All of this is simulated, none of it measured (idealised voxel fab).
The process module that follows is named voxel gate over fins.
For reference, the cross-section in this document is cut, with width 270 nm and square cells of 5 nm.
If you're reading a cross-section in this doc, picture square cells in a grid; it comes to you as bands, top ones listed first down to the bottom, and a band can be one or more rows of cells. Band entry format. Leading values: height of top, height of bottom, nm. Remainder: materials in left-to-right order, each with its width in nm. Special words: "throughout" on a single material, which then fills the band edge to edge; "empty", empty space. Below 0: as-received wafer, all one material; heights counted from there. Lowest band: no bottom, goes on down, written "top 0, no bottom". So if you see something like "30 to 40" for the width, read it as the top row of the band sitting at the first number and the bottom row at the second, with every row in between moving by the same amount as the last. Any step labelled "stayed the same" changed none of the cells in the cross-section. "Enclosed empty spaces" enumerates empty spaces isolated from the top, with no open way to it, that contain at least 8 cells, giving each as width x height at distance from the left edge, all three in nm. Read whatever lies past the settings on a step's line as the simulator's own remark about the step. On any step carrying a mask, the "overlay nm" setting, if present on the step's line, tells how far right of its planned place the mask lay; negative values point to the left.
# Process steps - plan
| 1 | op RECEIVE | material Si |
| 2 | op CONFORMAL_DEP | material SiN | thk nm 5 |
| 3 | op MASKED_ETCH | tone cover | mask id FINS | width nm 15 | pitch nm 55 | etch materials SiN | depth nm 5 | overlay nm 0 |
| 4 | op MASKED_ETCH | tone cover | mask id FINS | width nm 15 | pitch nm 55 | etch materials Si | depth nm 35 | overlay nm 0 |
| 5 | op OXIDIZE | depth nm 5 |
| 6 | op FILL_DEP | material SiO2 | thk nm 15 |
| 7 | op CMP | height nm 5 |
| 8 | op PATTERN | tone open | mask id RAIL | material resist | width nm 15 | thk nm 20 | overlay nm 0 |
| 9 | op DIRECTIONAL_ETCH | etch materials SiO2 | depth nm 35 |
| 10 | op STRIP | etch materials resist |
| 11 | op CONFORMAL_DEP | material TiN | thk nm 5 |
| 12 | op FILL_DEP | material Ru | thk nm 5 |
| 13 | op CMP | height nm 5 |
| 14 | op SELECTIVE_ETCH | etch materials W Ru TiN | depth nm 20 |
| 15 | op FILL_DEP | material SiO2 | thk nm 5 |
| 16 | op CMP | height nm 5 |
| 17 | op SELECTIVE_ETCH | etch materials SiO2 | depth nm 15 |
| 18 | op STRIP | etch materials SiN |
| 19 | op CONFORMAL_DEP | material HfO2 | thk nm 5 |
| 20 | op CONFORMAL_DEP | material TiN | thk nm 5 |
| 21 | op FILL_DEP | material W | thk nm 15 |
| 22 | op CMP | height nm 20 |
| 23 | op CONFORMAL_DEP | material SiCN | thk nm 5 |
# First wafer out of two, processed as planned
# as received, after step 1
> top 0, no bottom = Si throughout
> Enclosed empty spaces: none
# Cross-section of the wafer after step 2
> top 5, bottom 0 = SiN throughout
> Below 0, the layers are the same as they were.
# Cross-section of the wafer after step 3
> top 5, bottom 0 = empty 45 nm | SiN 15 nm | empty 40 nm | SiN 15 nm | empty 40 nm | SiN 15 nm | empty 40 nm | SiN 15 nm | empty 45 nm
> Below 0, the layers are the same as they were.
# Cross-section of the wafer after step 4
> top 5, bottom 0 = empty 45 nm | SiN 15 nm | empty 40 nm | SiN 15 nm | empty 40 nm | SiN 15 nm | empty 40 nm | SiN 15 nm | empty 45 nm
> top 0, bottom -35 = empty 45 nm | Si 15 nm | empty 40 nm | Si 15 nm | empty 40 nm | Si 15 nm | empty 40 nm | Si 15 nm | empty 45 nm
> Below -35, the layers are the same as they were.
# Cross-section of the wafer after step 5
> top 5, bottom 0 = empty 45 nm | SiN 15 nm | empty 40 nm | SiN 15 nm | empty 40 nm | SiN 15 nm | empty 40 nm | SiN 15 nm | empty 45 nm
> top 0, bottom -35 = empty 45 nm | SiO2 5 nm | Si 5 nm | SiO2 5 nm | empty 40 nm | SiO2 5 nm | Si 5 nm | SiO2 5 nm | empty 40 nm | SiO2 5 nm | Si 5 nm | SiO2 5 nm | empty 40 nm | SiO2 5 nm | Si 5 nm | SiO2 5 nm | empty 45 nm
> top -35, bottom -40 = SiO2 50 nm | Si 5 nm | SiO2 50 nm | Si 5 nm | SiO2 50 nm | Si 5 nm | SiO2 50 nm | Si 5 nm | SiO2 50 nm
> Below -40, the layers are the same as they were.
# Cross-section of the wafer after step 6
> top 20, bottom 5 = SiO2 throughout
> top 5, bottom 0 = SiO2 45 nm | SiN 15 nm | SiO2 40 nm | SiN 15 nm | SiO2 40 nm | SiN 15 nm | SiO2 40 nm | SiN 15 nm | SiO2 45 nm
> top 0, bottom -40 = SiO2 50 nm | Si 5 nm | SiO2 50 nm | Si 5 nm | SiO2 50 nm | Si 5 nm | SiO2 50 nm | Si 5 nm | SiO2 50 nm
> Below -40, the layers are the same as they were.
# Cross-section of the wafer after step 7
> top 5, bottom 0 = SiO2 45 nm | SiN 15 nm | SiO2 40 nm | SiN 15 nm | SiO2 40 nm | SiN 15 nm | SiO2 40 nm | SiN 15 nm | SiO2 45 nm
> Below 0, the layers are the same as they were.
# Cross-section of the wafer after step 8
> top 25, bottom 5 = resist 70 nm | empty 15 nm | resist 185 nm
> Below 5, the layers are the same as they were.
# Cross-section of the wafer after step 9
> top 25, bottom 5 = resist 70 nm | empty 15 nm | resist 185 nm
> top 5, bottom 0 = SiO2 45 nm | SiN 15 nm | SiO2 10 nm | empty 15 nm | SiO2 15 nm | SiN 15 nm | SiO2 40 nm | SiN 15 nm | SiO2 40 nm | SiN 15 nm | SiO2 45 nm
> top 0, bottom -30 = SiO2 50 nm | Si 5 nm | SiO2 15 nm | empty 15 nm | SiO2 20 nm | Si 5 nm | SiO2 50 nm | Si 5 nm | SiO2 50 nm | Si 5 nm | SiO2 50 nm
> Below -30, the layers are the same as they were.
# Cross-section of the wafer after step 10
> top 5, bottom 0 = SiO2 45 nm | SiN 15 nm | SiO2 10 nm | empty 15 nm | SiO2 15 nm | SiN 15 nm | SiO2 40 nm | SiN 15 nm | SiO2 40 nm | SiN 15 nm | SiO2 45 nm
> Below 0, the layers are the same as they were.
# Cross-section of the wafer after step 11
> top 10, bottom 5 = TiN 75 nm | empty 5 nm | TiN 190 nm
> top 5, bottom 0 = SiO2 45 nm | SiN 15 nm | SiO2 10 nm | TiN 5 nm | empty 5 nm | TiN 5 nm | SiO2 15 nm | SiN 15 nm | SiO2 40 nm | SiN 15 nm | SiO2 40 nm | SiN 15 nm | SiO2 45 nm
> top 0, bottom -25 = SiO2 50 nm | Si 5 nm | SiO2 15 nm | TiN 5 nm | empty 5 nm | TiN 5 nm | SiO2 20 nm | Si 5 nm | SiO2 50 nm | Si 5 nm | SiO2 50 nm | Si 5 nm | SiO2 50 nm
> top -25, bottom -30 = SiO2 50 nm | Si 5 nm | SiO2 15 nm | TiN 15 nm | SiO2 20 nm | Si 5 nm | SiO2 50 nm | Si 5 nm | SiO2 50 nm | Si 5 nm | SiO2 50 nm
> Below -30, the layers are the same as they were.
# Cross-section of the wafer after step 12
> top 15, bottom 10 = Ru throughout
> top 10, bottom 5 = TiN 75 nm | Ru 5 nm | TiN 190 nm
> top 5, bottom 0 = SiO2 45 nm | SiN 15 nm | SiO2 10 nm | TiN 5 nm | Ru 5 nm | TiN 5 nm | SiO2 15 nm | SiN 15 nm | SiO2 40 nm | SiN 15 nm | SiO2 40 nm | SiN 15 nm | SiO2 45 nm
> top 0, bottom -25 = SiO2 50 nm | Si 5 nm | SiO2 15 nm | TiN 5 nm | Ru 5 nm | TiN 5 nm | SiO2 20 nm | Si 5 nm | SiO2 50 nm | Si 5 nm | SiO2 50 nm | Si 5 nm | SiO2 50 nm
> Below -25, the layers are the same as they were.
# Cross-section of the wafer after step 13
> top 5, bottom 0 = SiO2 45 nm | SiN 15 nm | SiO2 10 nm | TiN 5 nm | Ru 5 nm | TiN 5 nm | SiO2 15 nm | SiN 15 nm | SiO2 40 nm | SiN 15 nm | SiO2 40 nm | SiN 15 nm | SiO2 45 nm
> Below 0, the layers are the same as they were.
# Cross-section of the wafer after step 14
> top 5, bottom 0 = SiO2 45 nm | SiN 15 nm | SiO2 10 nm | empty 15 nm | SiO2 15 nm | SiN 15 nm | SiO2 40 nm | SiN 15 nm | SiO2 40 nm | SiN 15 nm | SiO2 45 nm
> top 0, bottom -15 = SiO2 50 nm | Si 5 nm | SiO2 15 nm | empty 15 nm | SiO2 20 nm | Si 5 nm | SiO2 50 nm | Si 5 nm | SiO2 50 nm | Si 5 nm | SiO2 50 nm
> Below -15, the layers are the same as they were.
# Cross-section of the wafer after step 15
> top 10, bottom 5 = SiO2 throughout
> top 5, bottom 0 = SiO2 45 nm | SiN 15 nm | SiO2 40 nm | SiN 15 nm | SiO2 40 nm | SiN 15 nm | SiO2 40 nm | SiN 15 nm | SiO2 45 nm
> top 0, bottom -15 = SiO2 50 nm | Si 5 nm | SiO2 50 nm | Si 5 nm | SiO2 50 nm | Si 5 nm | SiO2 50 nm | Si 5 nm | SiO2 50 nm
> Below -15, the layers are the same as they were.
# Cross-section of the wafer after step 16
> top 5, bottom 0 = SiO2 45 nm | SiN 15 nm | SiO2 40 nm | SiN 15 nm | SiO2 40 nm | SiN 15 nm | SiO2 40 nm | SiN 15 nm | SiO2 45 nm
> Below 0, the layers are the same as they were.
# Cross-section of the wafer after step 17
> top 5, bottom 0 = empty 45 nm | SiN 15 nm | empty 40 nm | SiN 15 nm | empty 40 nm | SiN 15 nm | empty 40 nm | SiN 15 nm | empty 45 nm
> top 0, bottom -10 = empty 50 nm | Si 5 nm | empty 50 nm | Si 5 nm | empty 50 nm | Si 5 nm | empty 50 nm | Si 5 nm | empty 50 nm
> Below -10, the layers are the same as they were.
# Cross-section of the wafer after step 18
> top 0, bottom -10 = empty 50 nm | Si 5 nm | empty 50 nm | Si 5 nm | empty 50 nm | Si 5 nm | empty 50 nm | Si 5 nm | empty 50 nm
> Below -10, the layers are the same as they were.
# Cross-section of the wafer after step 19
> top 5, bottom 0 = empty 45 nm | HfO2 15 nm | empty 40 nm | HfO2 15 nm | empty 40 nm | HfO2 15 nm | empty 40 nm | HfO2 15 nm | empty 45 nm
> top 0, bottom -5 = empty 45 nm | HfO2 5 nm | Si 5 nm | HfO2 5 nm | empty 40 nm | HfO2 5 nm | Si 5 nm | HfO2 5 nm | empty 40 nm | HfO2 5 nm | Si 5 nm | HfO2 5 nm | empty 40 nm | HfO2 5 nm | Si 5 nm | HfO2 5 nm | empty 45 nm
> top -5, bottom -10 = HfO2 50 nm | Si 5 nm | HfO2 50 nm | Si 5 nm | HfO2 50 nm | Si 5 nm | HfO2 50 nm | Si 5 nm | HfO2 50 nm
> Below -10, the layers are the same as they were.
# Cross-section of the wafer after step 20
> top 10, bottom 5 = empty 40 nm | TiN 25 nm | empty 30 nm | TiN 25 nm | empty 30 nm | TiN 25 nm | empty 30 nm | TiN 25 nm | empty 40 nm
> top 5, bottom 0 = empty 40 nm | TiN 5 nm | HfO2 15 nm | TiN 5 nm | empty 30 nm | TiN 5 nm | HfO2 15 nm | TiN 5 nm | empty 30 nm | TiN 5 nm | HfO2 15 nm | TiN 5 nm | empty 30 nm | TiN 5 nm | HfO2 15 nm | TiN 5 nm | empty 40 nm
> top 0, bottom -5 = TiN 45 nm | HfO2 5 nm | Si 5 nm | HfO2 5 nm | TiN 40 nm | HfO2 5 nm | Si 5 nm | HfO2 5 nm | TiN 40 nm | HfO2 5 nm | Si 5 nm | HfO2 5 nm | TiN 40 nm | HfO2 5 nm | Si 5 nm | HfO2 5 nm | TiN 45 nm
> Below -5, the layers are the same as they were.
# Cross-section of the wafer after step 21
> top 25, bottom 10 = W throughout
> top 10, bottom 5 = W 40 nm | TiN 25 nm | W 30 nm | TiN 25 nm | W 30 nm | TiN 25 nm | W 30 nm | TiN 25 nm | W 40 nm
> top 5, bottom 0 = W 40 nm | TiN 5 nm | HfO2 15 nm | TiN 5 nm | W 30 nm | TiN 5 nm | HfO2 15 nm | TiN 5 nm | W 30 nm | TiN 5 nm | HfO2 15 nm | TiN 5 nm | W 30 nm | TiN 5 nm | HfO2 15 nm | TiN 5 nm | W 40 nm
> Below 0, the layers are the same as they were.
# Cross-section of the wafer after step 22
> top 20, bottom 10 = W throughout
> Below 10, the layers are the same as they were.
# Cross-section of the wafer after step 23
> top 25, bottom 20 = SiCN throughout
> Below 20, the layers are the same as they were.
# Regarding the second of the two wafers: it shared the first wafer's starting condition and process plan, yet one error occurred during its execution. Its history coincides with that of the first wafer up to and including step 16
# when step 17 should have ended
> top 5, bottom 0 = empty 45 nm | SiN 15 nm | empty 40 nm | SiN 15 nm | empty 40 nm | SiN 15 nm | empty 40 nm | SiN 15 nm | empty 45 nm
> top 0, bottom -15 = empty 50 nm | Si 5 nm | empty 50 nm | Si 5 nm | empty 50 nm | Si 5 nm | empty 50 nm | Si 5 nm | empty 50 nm
> top -15, bottom -25 = empty 50 nm | Si 5 nm | empty 15 nm | TiN 5 nm | Ru 5 nm | TiN 5 nm | empty 20 nm | Si 5 nm | empty 50 nm | Si 5 nm | empty 50 nm | Si 5 nm | empty 50 nm
> Below -25, the layers are the same as they were.
# when step 18 should have ended
> top 0, bottom -15 = empty 50 nm | Si 5 nm | empty 50 nm | Si 5 nm | empty 50 nm | Si 5 nm | empty 50 nm | Si 5 nm | empty 50 nm
> Below -15, the layers are the same as they were.
# when step 19 should have ended
> top 5, bottom 0 = empty 45 nm | HfO2 15 nm | empty 40 nm | HfO2 15 nm | empty 40 nm | HfO2 15 nm | empty 40 nm | HfO2 15 nm | empty 45 nm
> top 0, bottom -10 = empty 45 nm | HfO2 5 nm | Si 5 nm | HfO2 5 nm | empty 40 nm | HfO2 5 nm | Si 5 nm | HfO2 5 nm | empty 40 nm | HfO2 5 nm | Si 5 nm | HfO2 5 nm | empty 40 nm | HfO2 5 nm | Si 5 nm | HfO2 5 nm | empty 45 nm
> top -10, bottom -15 = empty 45 nm | HfO2 5 nm | Si 5 nm | HfO2 5 nm | empty 5 nm | HfO2 25 nm | empty 10 nm | HfO2 5 nm | Si 5 nm | HfO2 5 nm | empty 40 nm | HfO2 5 nm | Si 5 nm | HfO2 5 nm | empty 40 nm | HfO2 5 nm | Si 5 nm | HfO2 5 nm | empty 45 nm
> top -15, bottom -20 = empty 45 nm | HfO2 5 nm | Si 5 nm | HfO2 5 nm | empty 5 nm | HfO2 5 nm | TiN 5 nm | Ru 5 nm | TiN 5 nm | HfO2 5 nm | empty 10 nm | HfO2 5 nm | Si 5 nm | HfO2 5 nm | empty 40 nm | HfO2 5 nm | Si 5 nm | HfO2 5 nm | empty 40 nm | HfO2 5 nm | Si 5 nm | HfO2 5 nm | empty 45 nm
> top -20, bottom -25 = HfO2 50 nm | Si 5 nm | HfO2 15 nm | TiN 5 nm | Ru 5 nm | TiN 5 nm | HfO2 20 nm | Si 5 nm | HfO2 50 nm | Si 5 nm | HfO2 50 nm | Si 5 nm | HfO2 50 nm
> Below -25, the layers are the same as they were.
# when step 20 should have ended
> top 10, bottom 5 = empty 40 nm | TiN 25 nm | empty 30 nm | TiN 25 nm | empty 30 nm | TiN 25 nm | empty 30 nm | TiN 25 nm | empty 40 nm
> top 5, bottom 0 = empty 40 nm | TiN 5 nm | HfO2 15 nm | TiN 5 nm | empty 30 nm | TiN 5 nm | HfO2 15 nm | TiN 5 nm | empty 30 nm | TiN 5 nm | HfO2 15 nm | TiN 5 nm | empty 30 nm | TiN 5 nm | HfO2 15 nm | TiN 5 nm | empty 40 nm
> top 0, bottom -5 = empty 40 nm | TiN 5 nm | HfO2 5 nm | Si 5 nm | HfO2 5 nm | TiN 5 nm | empty 30 nm | TiN 5 nm | HfO2 5 nm | Si 5 nm | HfO2 5 nm | TiN 5 nm | empty 30 nm | TiN 5 nm | HfO2 5 nm | Si 5 nm | HfO2 5 nm | TiN 5 nm | empty 30 nm | TiN 5 nm | HfO2 5 nm | Si 5 nm | HfO2 5 nm | TiN 5 nm | empty 40 nm
> top -5, bottom -10 = empty 40 nm | TiN 5 nm | HfO2 5 nm | Si 5 nm | HfO2 5 nm | TiN 40 nm | HfO2 5 nm | Si 5 nm | HfO2 5 nm | TiN 5 nm | empty 30 nm | TiN 5 nm | HfO2 5 nm | Si 5 nm | HfO2 5 nm | TiN 5 nm | empty 30 nm | TiN 5 nm | HfO2 5 nm | Si 5 nm | HfO2 5 nm | TiN 5 nm | empty 40 nm
> top -10, bottom -15 = empty 40 nm | TiN 5 nm | HfO2 5 nm | Si 5 nm | HfO2 5 nm | TiN 5 nm | HfO2 25 nm | TiN 10 nm | HfO2 5 nm | Si 5 nm | HfO2 5 nm | TiN 5 nm | empty 30 nm | TiN 5 nm | HfO2 5 nm | Si 5 nm | HfO2 5 nm | TiN 5 nm | empty 30 nm | TiN 5 nm | HfO2 5 nm | Si 5 nm | HfO2 5 nm | TiN 5 nm | empty 40 nm
> top -15, bottom -20 = TiN 45 nm | HfO2 5 nm | Si 5 nm | HfO2 5 nm | TiN 5 nm | HfO2 5 nm | TiN 5 nm | Ru 5 nm | TiN 5 nm | HfO2 5 nm | TiN 10 nm | HfO2 5 nm | Si 5 nm | HfO2 5 nm | TiN 40 nm | HfO2 5 nm | Si 5 nm | HfO2 5 nm | TiN 40 nm | HfO2 5 nm | Si 5 nm | HfO2 5 nm | TiN 45 nm
> Below -20, the layers are the same as they were.
# when step 21 should have ended
> top 25, bottom 10 = W throughout
> top 10, bottom 5 = W 40 nm | TiN 25 nm | W 30 nm | TiN 25 nm | W 30 nm | TiN 25 nm | W 30 nm | TiN 25 nm | W 40 nm
> top 5, bottom 0 = W 40 nm | TiN 5 nm | HfO2 15 nm | TiN 5 nm | W 30 nm | TiN 5 nm | HfO2 15 nm | TiN 5 nm | W 30 nm | TiN 5 nm | HfO2 15 nm | TiN 5 nm | W 30 nm | TiN 5 nm | HfO2 15 nm | TiN 5 nm | W 40 nm
> top 0, bottom -5 = W 40 nm | TiN 5 nm | HfO2 5 nm | Si 5 nm | HfO2 5 nm | TiN 5 nm | W 30 nm | TiN 5 nm | HfO2 5 nm | Si 5 nm | HfO2 5 nm | TiN 5 nm | W 30 nm | TiN 5 nm | HfO2 5 nm | Si 5 nm | HfO2 5 nm | TiN 5 nm | W 30 nm | TiN 5 nm | HfO2 5 nm | Si 5 nm | HfO2 5 nm | TiN 5 nm | W 40 nm
> top -5, bottom -10 = W 40 nm | TiN 5 nm | HfO2 5 nm | Si 5 nm | HfO2 5 nm | TiN 40 nm | HfO2 5 nm | Si 5 nm | HfO2 5 nm | TiN 5 nm | W 30 nm | TiN 5 nm | HfO2 5 nm | Si 5 nm | HfO2 5 nm | TiN 5 nm | W 30 nm | TiN 5 nm | HfO2 5 nm | Si 5 nm | HfO2 5 nm | TiN 5 nm | W 40 nm
> top -10, bottom -15 = W 40 nm | TiN 5 nm | HfO2 5 nm | Si 5 nm | HfO2 5 nm | TiN 5 nm | HfO2 25 nm | TiN 10 nm | HfO2 5 nm | Si 5 nm | HfO2 5 nm | TiN 5 nm | W 30 nm | TiN 5 nm | HfO2 5 nm | Si 5 nm | HfO2 5 nm | TiN 5 nm | W 30 nm | TiN 5 nm | HfO2 5 nm | Si 5 nm | HfO2 5 nm | TiN 5 nm | W 40 nm
> Below -15, the layers are the same as they were.
# when step 22 should have ended
> top 20, bottom 10 = W throughout
> Below 10, the layers are the same as they were.
# when step 23 should have ended
> top 25, bottom 20 = SiCN throughout
> Below 20, the layers are the same as they were.
Diagnosis: step 17 of the plan was executed twice over
Once processing is complete, comparing cell counts shows that the second wafer has more or fewer of certain materials than the first: HfO2: 28 more, SiO2: 144 fewer, TiN: 26 more, W: 90 more
